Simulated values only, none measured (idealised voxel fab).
Documented hereafter: the process module known as voxel transistor to metal.
The width of the displayed cross-section, cut, is 205 nm; its cells are square, with a size of 5 nm.
A cross-section is a grid of square cells, given in bands from the top down. A band is one or more rows of cells. Read a band's entry like this: the first values are the height of its top and the height of its bottom in nm, and what follows is the sequence of materials from left to right, each with its width in nm. Note that "empty" is empty space, and that a single material marked "edge to edge" reaches across the band from edge to edge. Ref level 0: as-received wafer is one material below here. Bottom band extends down with no lower bound ("top 0, no bottom"). A two-number width, for instance "30 to 40", indicates that the width is equal to the first number in the top row of the band and to the second number in the bottom row, and that it changes by a constant amount per row of cells. "no change occurred" (step): cross-section cells unchanged, all of them. Enclosed voids (no open way to top), threshold 8 cells or more, entry "Cavities, closed", notation width x height at distance, distance from left edge, nm. On each step's line, the part that comes after the settings is the simulator's own comment on the step. "overlay nm" denotes, for a step that has a mask, the displacement of the mask to the right of its planned place, with negative values corresponding to the left. Heads up before you read on: it's before/after pairs around one process step each, after side only down to the lowest band that changed, step plus settings under the pair. Pairs can be from different runs of this module, same starting wafer, so only chain a pair onto the one above if its "Before-step section" entry says so.

### Before-step section
    top 80, bottom 70 = aC edge to edge
    top 70, bottom 55 = lowk edge to edge
    top 55, bottom 50 = SiN edge to edge
    top 50, bottom 35 = SiO2 55 nm  TiN 5 nm  Ru 5 nm  TiN 5 nm  SiO2 65 nm  TiN 5 nm  Ru 5 nm  TiN 5 nm  SiO2 55 nm
    top 35, bottom 20 = SiO2 55 nm  TiN 5 nm  Ru 5 nm  TiN 5 nm  SiO2 10 nm  SiN 10 nm  SiCN 25 nm  SiN 10 nm  SiO2 10 nm  TiN 5 nm  Ru 5 nm  TiN 5 nm  SiO2 55 nm
    top 20, bottom 15 = SiO2 55 nm  TiN 5 nm  Ru 5 nm  TiN 5 nm  SiO2 10 nm  SiN 10 nm  polySi 25 nm  SiN 10 nm  SiO2 10 nm  TiN 5 nm  Ru 5 nm  TiN 5 nm  SiO2 55 nm
    top 15, bottom 10 = SiO2 55 nm  TiN 15 nm  SiO2 10 nm  SiN 10 nm  polySi 25 nm  SiN 10 nm  SiO2 10 nm  TiN 15 nm  SiO2 55 nm
    top 10, bottom 5 = SiO2 45 nm  SiGe 35 nm  SiN 10 nm  polySi 25 nm  SiN 10 nm  SiGe 35 nm  SiO2 45 nm
    top 5, bottom 0 = SiO2 40 nm  SiN 10 nm  SiGe 30 nm  SiN 10 nm  polySi 25 nm  SiN 10 nm  SiGe 30 nm  SiN 10 nm  SiO2 40 nm
    top 0, bottom -5 = SiO2 50 nm  SiGe 30 nm  SiO2 45 nm  SiGe 30 nm  SiO2 50 nm
    top -5, bottom -20 = SiO2 45 nm  Si 5 nm  SiGe 30 nm  Si 45 nm  SiGe 30 nm  Si 5 nm  SiO2 45 nm
    top -20, no bottom = Si edge to edge
    Cavities, closed: none

### Structure After Step
    top 110, bottom 80 = resist 55 nm  empty 15 nm  resist 65 nm  empty 15 nm  resist 55 nm
    No changes below 80.
    Cavities, closed: none
Here is the step that sits between the two cross-sections above: PATTERN | tone open | mask id METAL_1 | material resist | width nm 15 | pitch nm 80 | thk nm 30 | overlay nm 0

Before-step section: starting point is the after cross-section of the pair just above.

### Structure After Step
    top 100, bottom 80 = resist 55 nm  empty 15 nm  resist 65 nm  empty 15 nm  resist 55 nm
    top 80, bottom 70 = aC 55 nm  empty 15 nm  aC 65 nm  empty 15 nm  aC 55 nm
    No changes below 70.
    Cavities, closed: none
Here is the step that sits between the two cross-sections above: DIRECTIONAL_ETCH | etch materials aC | depth nm 10

Before-step section: starting point is the after cross-section of the pair just above.

### Structure After Step
    top 80, bottom 70 = aC 55 nm  empty 15 nm  aC 65 nm  empty 15 nm  aC 55 nm
    No changes below 70.
    Cavities, closed: none
Here is the step that sits between the two cross-sections above: STRIP | etch materials resist

Before-step section: starting point is the after cross-section of the pair just above.

### Structure After Step
    top 80, bottom 70 = aC 55 nm  empty 15 nm  aC 65 nm  empty 15 nm  aC 55 nm
    top 70, bottom 55 = lowk 55 nm  empty 15 nm  lowk 65 nm  empty 15 nm  lowk 55 nm
    No changes below 55.
    Cavities, closed: none
Here is the step that sits between the two cross-sections above: DIRECTIONAL_ETCH | etch materials lowk | depth nm 15

Before-step section: starting point is the after cross-section of the pair just above.

### Structure After Step
    top 80, bottom 70 = aC 55 nm  empty 15 nm  aC 65 nm  empty 15 nm  aC 55 nm
    top 70, bottom 55 = lowk 55 nm  empty 15 nm  lowk 65 nm  empty 15 nm  lowk 55 nm
    top 55, bottom 50 = SiN 55 nm  empty 15 nm  SiN 65 nm  empty 15 nm  SiN 55 nm
    No changes below 50.
    Cavities, closed: none
Here is the step that sits between the two cross-sections above: DIRECTIONAL_ETCH | etch materials SiN | depth nm 5

Before-step section: starting point is the after cross-section of the pair just above.

### Structure After Step
    top 70, bottom 55 = lowk 55 nm  empty 15 nm  lowk 65 nm  empty 15 nm  lowk 55 nm
    No changes below 55.
    Cavities, closed: none
Here is the step that sits between the two cross-sections above: STRIP | etch materials aC

Before-step section: starting point is the after cross-section of the pair just above.

### Structure After Step
    top 75, bottom 70 = TiN 60 nm  empty 5 nm  TiN 75 nm  empty 5 nm  TiN 60 nm
    top 70, bottom 55 = lowk 55 nm  TiN 5 nm  empty 5 nm  TiN 5 nm  lowk 65 nm  TiN 5 nm  empty 5 nm  TiN 5 nm  lowk 55 nm
    top 55, bottom 50 = SiN 55 nm  TiN 15 nm  SiN 65 nm  TiN 15 nm  SiN 55 nm
    No changes below 50.
    Cavities, closed: none
Here is the step that sits between the two cross-sections above: CONFORMAL_DEP | material TiN | thk nm 5

Before-step section: starting point is the after cross-section of the pair just above.

### Structure After Step
    top 85, bottom 75 = Cu edge to edge
    top 75, bottom 70 = TiN 60 nm  Cu 5 nm  TiN 75 nm  Cu 5 nm  TiN 60 nm
    top 70, bottom 55 = lowk 55 nm  TiN 5 nm  Cu 5 nm  TiN 5 nm  lowk 65 nm  TiN 5 nm  Cu 5 nm  TiN 5 nm  lowk 55 nm
    No changes below 55.
    Cavities, closed: none
Here is the step that sits between the two cross-sections above: FILL_DEP | material Cu | thk nm 10

Before-step section: starting point is the after cross-section of the pair just above.

### Structure After Step
    top 70, bottom 55 = lowk 55 nm  TiN 5 nm  Cu 5 nm  TiN 5 nm  lowk 65 nm  TiN 5 nm  Cu 5 nm  TiN 5 nm  lowk 55 nm
    No changes below 55.
    Cavities, closed: none
Here is the step that sits between the two cross-sections above: CMP | height nm 70

Before-step section: starting point is the after cross-section of the pair just above.

### Structure After Step
    top 75, bottom 70 = SiCN edge to edge
    No changes below 70.
    Cavities, closed: none
Here is the step that sits between the two cross-sections above: CONFORMAL_DEP | material SiCN | thk nm 5

Before-step section: starting point is the after cross-section of the pair just above.

### Structure After Step
    top 105, bottom 75 = lowk edge to edge
    No changes below 75.
    Cavities, closed: none
Here is the step that sits between the two cross-sections above: DIRECTIONAL_DEP | material lowk | thk nm 30

Before-step section: starting point is the after cross-section of the pair just above.

### Structure After Step
    top 120, bottom 105 = aC edge to edge
    No changes below 105.
    Cavities, closed: none
Here is the step that sits between the two cross-sections above: DIRECTIONAL_DEP | material aC | thk nm 15

Before-step section: starting point is the after cross-section of the pair just above.

### Structure After Step
    top 150, bottom 120 = resist 55 nm  empty 15 nm  resist 65 nm  empty 15 nm  resist 55 nm
    No changes below 120.
    Cavities, closed: none
Here is the step that sits between the two cross-sections above: PATTERN | tone open | mask id METAL_2 | material resist | width nm 15 | pitch nm 80 | thk nm 30 | overlay nm 0

Before-step section: starting point is the after cross-section of the pair just above.

### Structure After Step
    top 135, bottom 120 = resist 55 nm  empty 15 nm  resist 65 nm  empty 15 nm  resist 55 nm
    top 120, bottom 105 = aC 55 nm  empty 15 nm  aC 65 nm  empty 15 nm  aC 55 nm
    No changes below 105.
    Cavities, closed: none
Here is the step that sits between the two cross-sections above: DIRECTIONAL_ETCH | etch materials aC | depth nm 15

Before-step section: starting point is the after cross-section of the pair just above.

### Structure After Step
    top 120, bottom 105 = aC 55 nm  empty 15 nm  aC 65 nm  empty 15 nm  aC 55 nm
    No changes below 105.
    Cavities, closed: none
Here is the step that sits between the two cross-sections above: STRIP | etch materials resist

Before-step section: starting point is the after cross-section of the pair just above.

### Structure After Step
    top 120, bottom 105 = aC 55 nm  empty 15 nm  aC 65 nm  empty 15 nm  aC 55 nm
    top 105, bottom 85 = lowk 55 nm  empty 15 nm  lowk 65 nm  empty 15 nm  lowk 55 nm
    No changes below 85.
    Cavities, closed: none
Here is the step that sits between the two cross-sections above: DIRECTIONAL_ETCH | etch materials lowk | depth nm 20

Before-step section: starting point is the after cross-section of the pair just above.

### Structure After Step
    top 105, bottom 85 = lowk 55 nm  empty 15 nm  lowk 65 nm  empty 15 nm  lowk 55 nm
    No changes below 85.
    Cavities, closed: none
Here is the step that sits between the two cross-sections above: STRIP | etch materials aC

Before-step section: starting point is the after cross-section of the pair just above.

### Structure After Step
    top 105, bottom 75 = lowk 55 nm  empty 15 nm  lowk 65 nm  empty 15 nm  lowk 55 nm
    No changes below 75.
    Cavities, closed: none
Here is the step that sits between the two cross-sections above: MASKED_ETCH | tone open | mask id METAL_2_HOLES | width nm 15 | pitch nm 80 | etch materials lowk | depth nm 10 | overlay nm 0

Before-step section: starting point is the after cross-section of the pair just above.

### Structure After Step
    top 105, bottom 75 = lowk 55 nm  empty 15 nm  lowk 65 nm  empty 15 nm  lowk 55 nm
    top 75, bottom 70 = SiCN 55 nm  empty 15 nm  SiCN 65 nm  empty 15 nm  SiCN 55 nm
    No changes below 70.
    Cavities, closed: none
Here is the step that sits between the two cross-sections above: MASKED_ETCH | tone open | mask id METAL_2_HOLES | width nm 15 | pitch nm 80 | etch materials SiCN | depth nm 5 | overlay nm 0

Before-step section: starting point is the after cross-section of the pair just above.

### Structure After Step
    top 110, bottom 105 = TiN 60 nm  empty 5 nm  TiN 75 nm  empty 5 nm  TiN 60 nm
    top 105, bottom 75 = lowk 55 nm  TiN 5 nm  empty 5 nm  TiN 5 nm  lowk 65 nm  TiN 5 nm  empty 5 nm  TiN 5 nm  lowk 55 nm
    top 75, bottom 70 = SiCN 55 nm  TiN 15 nm  SiCN 65 nm  TiN 15 nm  SiCN 55 nm
    No changes below 70.
    Cavities, closed: none
Here is the step that sits between the two cross-sections above: CONFORMAL_DEP | material TiN | thk nm 5

Before-step section: starting point is the after cross-section of the pair just above.

### Structure After Step
    top 120, bottom 110 = Cu edge to edge
    top 110, bottom 105 = TiN 60 nm  Cu 5 nm  TiN 75 nm  Cu 5 nm  TiN 60 nm
    top 105, bottom 75 = lowk 55 nm  TiN 5 nm  Cu 5 nm  TiN 5 nm  lowk 65 nm  TiN 5 nm  Cu 5 nm  TiN 5 nm  lowk 55 nm
    No changes below 75.
    Cavities, closed: none
Here is the step that sits between the two cross-sections above: FILL_DEP | material Cu | thk nm 10

Before-step section: starting point is the after cross-section of the pair just above.

### Structure After Step
    top 105, bottom 75 = lowk 55 nm  TiN 5 nm  Cu 5 nm  TiN 5 nm  lowk 65 nm  TiN 5 nm  Cu 5 nm  TiN 5 nm  lowk 55 nm
    No changes below 75.
    Cavities, closed: none
Here is the step that sits between the two cross-sections above: CMP | height nm 105

Before-step section: starting point is the after cross-section of the pair just above.

### Structure After Step
    top 110, bottom 105 = SiN edge to edge
    No changes below 105.
    Cavities, closed: none
Here is the step that sits between the two cross-sections above: CONFORMAL_DEP | material SiN | thk nm 5

### Before-step section
    top 80, bottom 70 = aC edge to edge
    top 70, bottom 55 = lowk edge to edge
    top 55, bottom 50 = SiN edge to edge
    top 50, bottom 35 = SiO2 55 nm  TiN 5 nm  Ru 5 nm  TiN 5 nm  SiO2 65 nm  TiN 5 nm  Ru 5 nm  TiN 5 nm  SiO2 55 nm
    top 35, bottom 20 = SiO2 55 nm  TiN 5 nm  Ru 5 nm  TiN 5 nm  SiO2 10 nm  SiN 10 nm  SiCN 25 nm  SiN 10 nm  SiO2 10 nm  TiN 5 nm  Ru 5 nm  TiN 5 nm  SiO2 55 nm
    top 20, bottom 15 = SiO2 55 nm  TiN 5 nm  Ru 5 nm  TiN 5 nm  SiO2 10 nm  SiN 10 nm  polySi 25 nm  SiN 10 nm  SiO2 10 nm  TiN 5 nm  Ru 5 nm  TiN 5 nm  SiO2 55 nm
    top 15, bottom 10 = SiO2 55 nm  TiN 15 nm  SiO2 10 nm  SiN 10 nm  polySi 25 nm  SiN 10 nm  SiO2 10 nm  TiN 15 nm  SiO2 55 nm
    top 10, bottom 5 = SiO2 50 nm  SiGe 30 nm  SiN 10 nm  polySi 25 nm  SiN 10 nm  SiGe 30 nm  SiO2 50 nm
    top 5, bottom 0 = SiO2 45 nm  SiN 10 nm  SiGe 25 nm  SiN 10 nm  polySi 25 nm  SiN 10 nm  SiGe 25 nm  SiN 10 nm  SiO2 45 nm
    top 0, bottom -5 = SiO2 55 nm  SiGe 25 nm  SiO2 45 nm  SiGe 25 nm  SiO2 55 nm
    top -5, bottom -20 = SiO2 50 nm  Si 5 nm  SiGe 25 nm  Si 45 nm  SiGe 25 nm  Si 5 nm  SiO2 50 nm
    top -20, no bottom = Si edge to edge
    Cavities, closed: none

### Structure After Step
    top 110, bottom 80 = resist 65 nm  empty 15 nm  resist 65 nm  empty 15 nm  resist 45 nm
    No changes below 80.
    Cavities, closed: none
Here is the step that sits between the two cross-sections above: PATTERN | tone open | mask id METAL_1 | material resist | width nm 15 | pitch nm 80 | thk nm 30 | overlay nm 10

Before-step section: starting point is the after cross-section of the pair just above.

### Structure After Step
    top 100, bottom 80 = resist 65 nm  empty 15 nm  resist 65 nm  empty 15 nm  resist 45 nm
    top 80, bottom 70 = aC 65 nm  empty 15 nm  aC 65 nm  empty 15 nm  aC 45 nm
    No changes below 70.
    Cavities, closed: none
Here is the step that sits between the two cross-sections above: DIRECTIONAL_ETCH | etch materials aC | depth nm 10

Before-step section: starting point is the after cross-section of the pair just above.

### Structure After Step
    top 80, bottom 70 = aC 65 nm  empty 15 nm  aC 65 nm  empty 15 nm  aC 45 nm
    No changes below 70.
    Cavities, closed: none
Here is the step that sits between the two cross-sections above: STRIP | etch materials resist

Before-step section: starting point is the after cross-section of the pair just above.

### Structure After Step
    top 80, bottom 70 = aC 65 nm  empty 15 nm  aC 65 nm  empty 15 nm  aC 45 nm
    top 70, bottom 55 = lowk 65 nm  empty 15 nm  lowk 65 nm  empty 15 nm  lowk 45 nm
    No changes below 55.
    Cavities, closed: none
Here is the step that sits between the two cross-sections above: DIRECTIONAL_ETCH | etch materials lowk | depth nm 15

Before-step section: starting point is the after cross-section of the pair just above.

### Structure After Step
    top 80, bottom 70 = aC 65 nm  empty 15 nm  aC 65 nm  empty 15 nm  aC 45 nm
    top 70, bottom 55 = lowk 65 nm  empty 15 nm  lowk 65 nm  empty 15 nm  lowk 45 nm
    top 55, bottom 50 = SiN 65 nm  empty 15 nm  SiN 65 nm  empty 15 nm  SiN 45 nm
    No changes below 50.
    Cavities, closed: none
Here is the step that sits between the two cross-sections above: DIRECTIONAL_ETCH | etch materials SiN | depth nm 5

Before-step section: starting point is the after cross-section of the pair just above.

### Structure After Step
    top 70, bottom 55 = lowk 65 nm  empty 15 nm  lowk 65 nm  empty 15 nm  lowk 45 nm
    No changes below 55.
    Cavities, closed: none
Here is the step that sits between the two cross-sections above: STRIP | etch materials aC

Before-step section: starting point is the after cross-section of the pair just above.

### Structure After Step
    top 75, bottom 70 = TiN 70 nm  empty 5 nm  TiN 75 nm  empty 5 nm  TiN 50 nm
    top 70, bottom 55 = lowk 65 nm  TiN 5 nm  empty 5 nm  TiN 5 nm  lowk 65 nm  TiN 5 nm  empty 5 nm  TiN 5 nm  lowk 45 nm
    top 55, bottom 50 = SiN 65 nm  TiN 15 nm  SiN 65 nm  TiN 15 nm  SiN 45 nm
    No changes below 50.
    Cavities, closed: none
Here is the step that sits between the two cross-sections above: CONFORMAL_DEP | material TiN | thk nm 5

Before-step section: starting point is the after cross-section of the pair just above.

### Structure After Step
    top 85, bottom 75 = Cu edge to edge
    top 75, bottom 70 = TiN 70 nm  Cu 5 nm  TiN 75 nm  Cu 5 nm  TiN 50 nm
    top 70, bottom 55 = lowk 65 nm  TiN 5 nm  Cu 5 nm  TiN 5 nm  lowk 65 nm  TiN 5 nm  Cu 5 nm  TiN 5 nm  lowk 45 nm
    No changes below 55.
    Cavities, closed: none
Here is the step that sits between the two cross-sections above: FILL_DEP | material Cu | thk nm 10

Before-step section: starting point is the after cross-section of the pair just above.

### Structure After Step
    top 70, bottom 55 = lowk 65 nm  TiN 5 nm  Cu 5 nm  TiN 5 nm  lowk 65 nm  TiN 5 nm  Cu 5 nm  TiN 5 nm  lowk 45 nm
    No changes below 55.
    Cavities, closed: none
Here is the step that sits between the two cross-sections above: CMP | height nm 70

Before-step section: starting point is the after cross-section of the pair just above.

### Structure After Step
    top 75, bottom 70 = SiCN edge to edge
    No changes below 70.
    Cavities, closed: none
Here is the step that sits between the two cross-sections above: CONFORMAL_DEP | material SiCN | thk nm 5

Before-step section: starting point is the after cross-section of the pair just above.

### Structure After Step
    top 105, bottom 75 = lowk edge to edge
    No changes below 75.
    Cavities, closed: none
Here is the step that sits between the two cross-sections above: DIRECTIONAL_DEP | material lowk | thk nm 30

Before-step section: starting point is the after cross-section of the pair just above.

### Structure After Step
    top 120, bottom 105 = aC edge to edge
    No changes below 105.
    Cavities, closed: none
Here is the step that sits between the two cross-sections above: DIRECTIONAL_DEP | material aC | thk nm 15

Before-step section: starting point is the after cross-section of the pair just above.

### Structure After Step
    top 150, bottom 120 = resist 55 nm  empty 15 nm  resist 65 nm  empty 15 nm  resist 55 nm
    No changes below 120.
    Cavities, closed: none
Here is the step that sits between the two cross-sections above: PATTERN | tone open | mask id METAL_2 | material resist | width nm 15 | pitch nm 80 | thk nm 30 | overlay nm 0

Before-step section: starting point is the after cross-section of the pair just above.

### Structure After Step
    top 135, bottom 120 = resist 55 nm  empty 15 nm  resist 65 nm  empty 15 nm  resist 55 nm
    top 120, bottom 105 = aC 55 nm  empty 15 nm  aC 65 nm  empty 15 nm  aC 55 nm
    No changes below 105.
    Cavities, closed: none
Here is the step that sits between the two cross-sections above: DIRECTIONAL_ETCH | etch materials aC | depth nm 15

Before-step section: starting point is the after cross-section of the pair just above.

### Structure After Step
    top 120, bottom 105 = aC 55 nm  empty 15 nm  aC 65 nm  empty 15 nm  aC 55 nm
    No changes below 105.
    Cavities, closed: none
Here is the step that sits between the two cross-sections above: STRIP | etch materials resist

Before-step section: starting point is the after cross-section of the pair just above.

### Structure After Step
    top 120, bottom 105 = aC 55 nm  empty 15 nm  aC 65 nm  empty 15 nm  aC 55 nm
    top 105, bottom 85 = lowk 55 nm  empty 15 nm  lowk 65 nm  empty 15 nm  lowk 55 nm
    No changes below 85.
    Cavities, closed: none
Here is the step that sits between the two cross-sections above: DIRECTIONAL_ETCH | etch materials lowk | depth nm 20

Before-step section: starting point is the after cross-section of the pair just above.

### Structure After Step
    top 105, bottom 85 = lowk 55 nm  empty 15 nm  lowk 65 nm  empty 15 nm  lowk 55 nm
    No changes below 85.
    Cavities, closed: none
Here is the step that sits between the two cross-sections above: STRIP | etch materials aC

Before-step section: starting point is the after cross-section of the pair just above.

### Structure After Step
    top 105, bottom 75 = lowk 55 nm  empty 15 nm  lowk 65 nm  empty 15 nm  lowk 55 nm
    No changes below 75.
    Cavities, closed: none
Here is the step that sits between the two cross-sections above: MASKED_ETCH | tone open | mask id METAL_2_HOLES | width nm 15 | pitch nm 80 | etch materials lowk | depth nm 10 | overlay nm 0

Before-step section: starting point is the after cross-section of the pair just above.

### Structure After Step
    top 105, bottom 75 = lowk 55 nm  empty 15 nm  lowk 65 nm  empty 15 nm  lowk 55 nm
    top 75, bottom 70 = SiCN 55 nm  empty 15 nm  SiCN 65 nm  empty 15 nm  SiCN 55 nm
    No changes below 70.
    Cavities, closed: none
Here is the step that sits between the two cross-sections above: MASKED_ETCH | tone open | mask id METAL_2_HOLES | width nm 15 | pitch nm 80 | etch materials SiCN | depth nm 5 | overlay nm 0

Before-step section: starting point is the after cross-section of the pair just above.

### Structure After Step
    top 110, bottom 105 = TiN 60 nm  empty 5 nm  TiN 75 nm  empty 5 nm  TiN 60 nm
    top 105, bottom 75 = lowk 55 nm  TiN 5 nm  empty 5 nm  TiN 5 nm  lowk 65 nm  TiN 5 nm  empty 5 nm  TiN 5 nm  lowk 55 nm
    top 75, bottom 70 = SiCN 55 nm  TiN 15 nm  SiCN 65 nm  TiN 15 nm  SiCN 55 nm
    No changes below 70.
    Cavities, closed: none
Here is the step that sits between the two cross-sections above: CONFORMAL_DEP | material TiN | thk nm 5

Before-step section: starting point is the after cross-section of the pair just above.

### Structure After Step
    top 120, bottom 110 = Cu edge to edge
    top 110, bottom 105 = TiN 60 nm  Cu 5 nm  TiN 75 nm  Cu 5 nm  TiN 60 nm
    top 105, bottom 75 = lowk 55 nm  TiN 5 nm  Cu 5 nm  TiN 5 nm  lowk 65 nm  TiN 5 nm  Cu 5 nm  TiN 5 nm  lowk 55 nm
    No changes below 75.
    Cavities, closed: none
Here is the step that sits between the two cross-sections above: FILL_DEP | material Cu | thk nm 10

Before-step section: starting point is the after cross-section of the pair just above.

### Structure After Step
    top 105, bottom 75 = lowk 55 nm  TiN 5 nm  Cu 5 nm  TiN 5 nm  lowk 65 nm  TiN 5 nm  Cu 5 nm  TiN 5 nm  lowk 55 nm
    No changes below 75.
    Cavities, closed: none
Here is the step that sits between the two cross-sections above: CMP | height nm 105

Before-step section: starting point is the after cross-section of the pair just above.

### Structure After Step
    top 110, bottom 105 = SiN edge to edge
    No changes below 105.
    Cavities, closed: none
Here is the step that sits between the two cross-sections above: CONFORMAL_DEP | material SiN | thk nm 5

### Before-step section
    top 50, bottom 35 = SiO2 55 nm  TiN 5 nm  Ru 5 nm  TiN 5 nm  SiO2 65 nm  TiN 5 nm  Ru 5 nm  TiN 5 nm  SiO2 55 nm
    top 35, bottom 20 = SiO2 55 nm  TiN 5 nm  Ru 5 nm  TiN 5 nm  SiO2 10 nm  SiN 10 nm  SiCN 25 nm  SiN 10 nm  SiO2 10 nm  TiN 5 nm  Ru 5 nm  TiN 5 nm  SiO2 55 nm
    top 20, bottom 15 = SiO2 55 nm  TiN 5 nm  Ru 5 nm  TiN 5 nm  SiO2 10 nm  SiN 10 nm  polySi 25 nm  SiN 10 nm  SiO2 10 nm  TiN 5 nm  Ru 5 nm  TiN 5 nm  SiO2 55 nm
    top 15, bottom 10 = SiO2 55 nm  TiN 15 nm  SiO2 10 nm  SiN 10 nm  polySi 25 nm  SiN 10 nm  SiO2 10 nm  TiN 15 nm  SiO2 55 nm
    top 10, bottom 5 = SiO2 50 nm  SiGe 30 nm  SiN 10 nm  polySi 25 nm  SiN 10 nm  SiGe 30 nm  SiO2 50 nm
    top 5, bottom 0 = SiO2 45 nm  SiN 10 nm  SiGe 25 nm  SiN 10 nm  polySi 25 nm  SiN 10 nm  SiGe 25 nm  SiN 10 nm  SiO2 45 nm
    top 0, bottom -5 = SiO2 55 nm  SiGe 25 nm  SiO2 45 nm  SiGe 25 nm  SiO2 55 nm
    top -5, bottom -20 = SiO2 50 nm  Si 5 nm  SiGe 25 nm  Si 45 nm  SiGe 25 nm  Si 5 nm  SiO2 50 nm
    top -20, no bottom = Si edge to edge
    Cavities, closed: none

### Structure After Step
    top 55, bottom 50 = Cu edge to edge
    No changes below 50.
    Cavities, closed: none
Here is the step that sits between the two cross-sections above: CONFORMAL_DEP | material Cu | thk nm 5

Before-step section: starting point is the after cross-section of the pair just above.

### Structure After Step
    top 70, bottom 55 = lowk edge to edge
    No changes below 55.
    Cavities, closed: none
Here is the step that sits between the two cross-sections above: DIRECTIONAL_DEP | material lowk | thk nm 15

Before-step section: starting point is the after cross-section of the pair just above.

### Structure After Step
    top 80, bottom 70 = aC edge to edge
    No changes below 70.
    Cavities, closed: none
Here is the step that sits between the two cross-sections above: DIRECTIONAL_DEP | material aC | thk nm 10

Before-step section: starting point is the after cross-section of the pair just above.

### Structure After Step
    top 110, bottom 80 = resist 55 nm  empty 15 nm  resist 65 nm  empty 15 nm  resist 55 nm
    No changes below 80.
    Cavities, closed: none
Here is the step that sits between the two cross-sections above: PATTERN | tone open | mask id METAL_1 | material resist | width nm 15 | pitch nm 80 | thk nm 30 | overlay nm 0

Before-step section: starting point is the after cross-section of the pair just above.

### Structure After Step
    top 100, bottom 80 = resist 55 nm  empty 15 nm  resist 65 nm  empty 15 nm  resist 55 nm
    top 80, bottom 70 = aC 55 nm  empty 15 nm  aC 65 nm  empty 15 nm  aC 55 nm
    No changes below 70.
    Cavities, closed: none
Here is the step that sits between the two cross-sections above: DIRECTIONAL_ETCH | etch materials aC | depth nm 10

Before-step section: starting point is the after cross-section of the pair just above.

### Structure After Step
    top 80, bottom 70 = aC 55 nm  empty 15 nm  aC 65 nm  empty 15 nm  aC 55 nm
    No changes below 70.
    Cavities, closed: none
Here is the step that sits between the two cross-sections above: STRIP | etch materials resist

Before-step section: starting point is the after cross-section of the pair just above.

### Structure After Step
    top 80, bottom 70 = aC 55 nm  empty 15 nm  aC 65 nm  empty 15 nm  aC 55 nm
    top 70, bottom 55 = lowk 55 nm  empty 15 nm  lowk 65 nm  empty 15 nm  lowk 55 nm
    No changes below 55.
    Cavities, closed: none
Here is the step that sits between the two cross-sections above: DIRECTIONAL_ETCH | etch materials lowk | depth nm 15

Before-step section: starting point is the after cross-section of the pair just above.

### Structure After Step
    top 70, bottom 55 = lowk 55 nm  empty 15 nm  lowk 65 nm  empty 15 nm  lowk 55 nm
    No changes below 55.
    Cavities, closed: none
Here is the step that sits between the two cross-sections above: STRIP | etch materials aC

Before-step section: starting point is the after cross-section of the pair just above.

### Structure After Step
    top 75, bottom 70 = TiN 60 nm  empty 5 nm  TiN 75 nm  empty 5 nm  TiN 60 nm
    top 70, bottom 60 = lowk 55 nm  TiN 5 nm  empty 5 nm  TiN 5 nm  lowk 65 nm  TiN 5 nm  empty 5 nm  TiN 5 nm  lowk 55 nm
    top 60, bottom 55 = lowk 55 nm  TiN 15 nm  lowk 65 nm  TiN 15 nm  lowk 55 nm
    No changes below 55.
    Cavities, closed: none
Here is the step that sits between the two cross-sections above: CONFORMAL_DEP | material TiN | thk nm 5

Before-step section: starting point is the after cross-section of the pair just above.

### Structure After Step
    top 85, bottom 75 = Cu edge to edge
    top 75, bottom 70 = TiN 60 nm  Cu 5 nm  TiN 75 nm  Cu 5 nm  TiN 60 nm
    top 70, bottom 60 = lowk 55 nm  TiN 5 nm  Cu 5 nm  TiN 5 nm  lowk 65 nm  TiN 5 nm  Cu 5 nm  TiN 5 nm  lowk 55 nm
    No changes below 60.
    Cavities, closed: none
Here is the step that sits between the two cross-sections above: FILL_DEP | material Cu | thk nm 10

Before-step section: starting point is the after cross-section of the pair just above.

### Structure After Step
    top 70, bottom 60 = lowk 55 nm  TiN 5 nm  Cu 5 nm  TiN 5 nm  lowk 65 nm  TiN 5 nm  Cu 5 nm  TiN 5 nm  lowk 55 nm
    No changes below 60.
    Cavities, closed: none
Here is the step that sits between the two cross-sections above: CMP | height nm 70

Before-step section: starting point is the after cross-section of the pair just above.

### Structure After Step
    top 75, bottom 70 = SiCN edge to edge
    No changes below 70.
    Cavities, closed: none
Here is the step that sits between the two cross-sections above: CONFORMAL_DEP | material SiCN | thk nm 5

Before-step section: starting point is the after cross-section of the pair just above.

### Structure After Step
    top 105, bottom 75 = lowk edge to edge
    No changes below 75.
    Cavities, closed: none
Here is the step that sits between the two cross-sections above: DIRECTIONAL_DEP | material lowk | thk nm 30

Before-step section: starting point is the after cross-section of the pair just above.

### Structure After Step
    top 120, bottom 105 = aC edge to edge
    No changes below 105.
    Cavities, closed: none
Here is the step that sits between the two cross-sections above: DIRECTIONAL_DEP | material aC | thk nm 15

Before-step section: starting point is the after cross-section of the pair just above.

### Structure After Step
    top 150, bottom 120 = resist 55 nm  empty 15 nm  resist 65 nm  empty 15 nm  resist 55 nm
    No changes below 120.
    Cavities, closed: none
Here is the step that sits between the two cross-sections above: PATTERN | tone open | mask id METAL_2 | material resist | width nm 15 | pitch nm 80 | thk nm 30 | overlay nm 0

Before-step section: starting point is the after cross-section of the pair just above.

### Structure After Step
    top 135, bottom 120 = resist 55 nm  empty 15 nm  resist 65 nm  empty 15 nm  resist 55 nm
    top 120, bottom 105 = aC 55 nm  empty 15 nm  aC 65 nm  empty 15 nm  aC 55 nm
    No changes below 105.
    Cavities, closed: none
Here is the step that sits between the two cross-sections above: DIRECTIONAL_ETCH | etch materials aC | depth nm 15

Before-step section: starting point is the after cross-section of the pair just above.

### Structure After Step
    top 120, bottom 105 = aC 55 nm  empty 15 nm  aC 65 nm  empty 15 nm  aC 55 nm
    No changes below 105.
    Cavities, closed: none
Here is the step that sits between the two cross-sections above: STRIP | etch materials resist

Before-step section: starting point is the after cross-section of the pair just above.

### Structure After Step
    top 120, bottom 105 = aC 55 nm  empty 15 nm  aC 65 nm  empty 15 nm  aC 55 nm
    top 105, bottom 85 = lowk 55 nm  empty 15 nm  lowk 65 nm  empty 15 nm  lowk 55 nm
    No changes below 85.
    Cavities, closed: none
Here is the step that sits between the two cross-sections above: DIRECTIONAL_ETCH | etch materials lowk | depth nm 20

Before-step section: starting point is the after cross-section of the pair just above.

### Structure After Step
    top 105, bottom 85 = lowk 55 nm  empty 15 nm  lowk 65 nm  empty 15 nm  lowk 55 nm
    No changes below 85.
    Cavities, closed: none
Here is the step that sits between the two cross-sections above: STRIP | etch materials aC

Before-step section: starting point is the after cross-section of the pair just above.

### Structure After Step
    top 105, bottom 75 = lowk 55 nm  empty 15 nm  lowk 65 nm  empty 15 nm  lowk 55 nm
    No changes below 75.
    Cavities, closed: none
Here is the step that sits between the two cross-sections above: MASKED_ETCH | tone open | mask id METAL_2_HOLES | width nm 15 | pitch nm 80 | etch materials lowk | depth nm 10 | overlay nm 0
